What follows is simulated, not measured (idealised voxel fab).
process module | voxel tone inversion
cross-section cut | 250 nm wide | cells 5 nm
A cross-section is a grid of square cells, given in bands from the top down. A band is one or more rows of cells.
Each band's line starts with the height of the band's top and of its bottom, in nm. Then come its materials from left to right, each with its width in nm. One material with "throughout" fills the band from edge to edge. "air" is empty space.
Height 0 is the level under which the wafer as received is all one material. The lowest band goes on downwards, as in "0 down".
A width such as "30 to 40" changes by the same amount from each row of cells to the next, from the band's top row to its bottom row.
"no change" after a step means that no cell of the cross-section changed.
closed voids: empty space of 8 cells or more with no open way to the top, each as width x height at its distance from the left edge, in nm
after a step's settings: what the simulator itself notes on the step
overlay nm, on a step with a mask: how far to the right of its planned place the mask lay; to the left if negative
plan
1 op RECEIVE | material Si
2 op CONFORMAL_DEP | material SiCN | thk nm 5
3 op DIRECTIONAL_DEP | material aC | thk nm 20
4 op PATTERN | tone cover | mask id POSTS | material resist | width nm 15 | pitch nm 35 | thk nm 30 | overlay nm 0
5 op DIRECTIONAL_ETCH | etch materials aC | depth nm 20
6 op STRIP | etch materials resist
7 op FILL_DEP | material lowk | thk nm 10
8 op CMP | height nm 25
9 op STRIP | etch materials aC
10 op CONFORMAL_DEP | material TiN | thk nm 5
11 op FILL_DEP | material W | thk nm 5
12 op CMP | height nm 25
13 op CONFORMAL_DEP | material SiN | thk nm 5
first wafer, as planned
as received, after step 1
  0 down: Si throughout
  closed voids: none
after step 2
  5 to 0: SiCN throughout
  below 0: unchanged
after step 3
  25 to 5: aC throughout
  below 5: unchanged
after step 4
  55 to 25: air 65 | resist 15 | air 20 | resist 15 | air 20 | resist 15 | air 20 | resist 15 | air 65
  below 25: unchanged
after step 5
  35 to 25: air 65 | resist 15 | air 20 | resist 15 | air 20 | resist 15 | air 20 | resist 15 | air 65
  25 to 5: air 65 | aC 15 | air 20 | aC 15 | air 20 | aC 15 | air 20 | aC 15 | air 65
  below 5: unchanged
after step 6
  25 to 5: air 65 | aC 15 | air 20 | aC 15 | air 20 | aC 15 | air 20 | aC 15 | air 65
  below 5: unchanged
after step 7
  35 to 25: lowk throughout
  25 to 5: lowk 65 | aC 15 | lowk 20 | aC 15 | lowk 20 | aC 15 | lowk 20 | aC 15 | lowk 65
  below 5: unchanged
after step 8
  25 to 5: lowk 65 | aC 15 | lowk 20 | aC 15 | lowk 20 | aC 15 | lowk 20 | aC 15 | lowk 65
  below 5: unchanged
after step 9
  25 to 5: lowk 65 | air 15 | lowk 20 | air 15 | lowk 20 | air 15 | lowk 20 | air 15 | lowk 65
  below 5: unchanged
after step 10
  30 to 25: TiN 70 | air 5 | TiN 30 | air 5 | TiN 30 | air 5 | TiN 30 | air 5 | TiN 70
  25 to 10: lowk 65 | TiN 5 | air 5 | TiN 5 | lowk 20 | TiN 5 | air 5 | TiN 5 | lowk 20 | TiN 5 | air 5 | TiN 5 | lowk 20 | TiN 5 | air 5 | TiN 5 | lowk 65
  10 to 5: lowk 65 | TiN 15 | lowk 20 | TiN 15 | lowk 20 | TiN 15 | lowk 20 | TiN 15 | lowk 65
  below 5: unchanged
after step 11
  35 to 30: W throughout
  30 to 25: TiN 70 | W 5 | TiN 30 | W 5 | TiN 30 | W 5 | TiN 30 | W 5 | TiN 70
  25 to 10: lowk 65 | TiN 5 | W 5 | TiN 5 | lowk 20 | TiN 5 | W 5 | TiN 5 | lowk 20 | TiN 5 | W 5 | TiN 5 | lowk 20 | TiN 5 | W 5 | TiN 5 | lowk 65
  below 10: unchanged
after step 12
  25 to 10: lowk 65 | TiN 5 | W 5 | TiN 5 | lowk 20 | TiN 5 | W 5 | TiN 5 | lowk 20 | TiN 5 | W 5 | TiN 5 | lowk 20 | TiN 5 | W 5 | TiN 5 | lowk 65
  below 10: unchanged
after step 13
  30 to 25: SiN throughout
  below 25: unchanged
second wafer: like start, like plan, one mistake. Through step 3 it matches the first wafer
when step 4 should have ended
  55 to 25: air 70 | resist 15 | air 20 | resist 15 | air 20 | resist 15 | air 20 | resist 15 | air 60
  below 25: unchanged
when step 5 should have ended
  35 to 25: air 70 | resist 15 | air 20 | resist 15 | air 20 | resist 15 | air 20 | resist 15 | air 60
  25 to 5: air 70 | aC 15 | air 20 | aC 15 | air 20 | aC 15 | air 20 | aC 15 | air 60
  below 5: unchanged
when step 6 should have ended
  25 to 5: air 70 | aC 15 | air 20 | aC 15 | air 20 | aC 15 | air 20 | aC 15 | air 60
  below 5: unchanged
when step 7 should have ended
  35 to 25: lowk throughout
  25 to 5: lowk 70 | aC 15 | lowk 20 | aC 15 | lowk 20 | aC 15 | lowk 20 | aC 15 | lowk 60
  below 5: unchanged
when step 8 should have ended
  25 to 5: lowk 70 | aC 15 | lowk 20 | aC 15 | lowk 20 | aC 15 | lowk 20 | aC 15 | lowk 60
  below 5: unchanged
when step 9 should have ended
  25 to 5: lowk 70 | air 15 | lowk 20 | air 15 | lowk 20 | air 15 | lowk 20 | air 15 | lowk 60
  below 5: unchanged
when step 10 should have ended
  30 to 25: TiN 75 | air 5 | TiN 30 | air 5 | TiN 30 | air 5 | TiN 30 | air 5 | TiN 65
  25 to 10: lowk 70 | TiN 5 | air 5 | TiN 5 | lowk 20 | TiN 5 | air 5 | TiN 5 | lowk 20 | TiN 5 | air 5 | TiN 5 | lowk 20 | TiN 5 | air 5 | TiN 5 | lowk 60
  10 to 5: lowk 70 | TiN 15 | lowk 20 | TiN 15 | lowk 20 | TiN 15 | lowk 20 | TiN 15 | lowk 60
  below 5: unchanged
when step 11 should have ended
  35 to 30: W throughout
  30 to 25: TiN 75 | W 5 | TiN 30 | W 5 | TiN 30 | W 5 | TiN 30 | W 5 | TiN 65
  25 to 10: lowk 70 | TiN 5 | W 5 | TiN 5 | lowk 20 | TiN 5 | W 5 | TiN 5 | lowk 20 | TiN 5 | W 5 | TiN 5 | lowk 20 | TiN 5 | W 5 | TiN 5 | lowk 60
  below 10: unchanged
when step 12 should have ended
  25 to 10: lowk 70 | TiN 5 | W 5 | TiN 5 | lowk 20 | TiN 5 | W 5 | TiN 5 | lowk 20 | TiN 5 | W 5 | TiN 5 | lowk 20 | TiN 5 | W 5 | TiN 5 | lowk 60
  below 10: unchanged
when step 13 should have ended
  30 to 25: SiN throughout
  below 25: unchanged
what went wrong: step 4 ran as: op PATTERN | tone cover | mask id POSTS | material resist | width nm 15 | pitch nm 35 | thk nm 30 | overlay nm 5
at the end the second wafer has, in cells: as many of each material as the first, in other places
